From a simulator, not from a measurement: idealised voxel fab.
process module | voxel released beams
cross-section cut | 235 nm wide | cells 5 nm
A cross-section is a grid of square cells, given in bands from the top down. A band is one or more rows of cells.
Each band's line starts with the height of the band's top and of its bottom, in nm. Then come its materials from left to right, each with its width in nm. One material with "throughout" fills the band from edge to edge. "air" is empty space.
Height 0 is the level under which the wafer as received is all one material. The lowest band goes on downwards, as in "0 down".
A width such as "30 to 40" changes by the same amount from each row of cells to the next, from the band's top row to its bottom row.
"no change" after a step means that no cell of the cross-section changed.
closed voids: empty space of 8 cells or more with no open way to the top, each as width x height at its distance from the left edge, in nm
after a step's settings: what the simulator itself notes on the step
overlay nm, on a step with a mask: how far to the right of its planned place the mask lay; to the left if negative
plan
1 op RECEIVE | material Si
2 op CONFORMAL_DEP | material Al2O3 | thk nm 5
3 op DIRECTIONAL_DEP | material SiO2 | thk nm 20
4 op MASKED_ETCH | tone open | mask id ANCHOR | width nm 30 | etch materials SiO2 | depth nm 20 | overlay nm 0
5 op CONFORMAL_DEP | material W | thk nm 10
6 op MASKED_ETCH | tone cover | mask id BEAM | width nm 100 | etch materials W | depth nm 10 | overlay nm 0
7 op STRIP | etch materials SiO2
as received, after step 1
  0 down: Si throughout
  closed voids: none
a wafer at the end: this start, this plan, one mistake
  35 to 25: air 65 | W 45 | air 125
  25 to 15: air 60 | W 10 | SiO2 30 | W 10 | air 125
  15 to 5: air 60 | W 10 | SiO2 30 | W 65 | air 70
  5 to 0: Al2O3 throughout
  0 down: Si throughout
  closed voids: none
what went wrong: step 4 ran as: op MASKED_ETCH | tone cover | mask id ANCHOR | width nm 30 | etch materials SiO2 | depth nm 20 | overlay nm 0
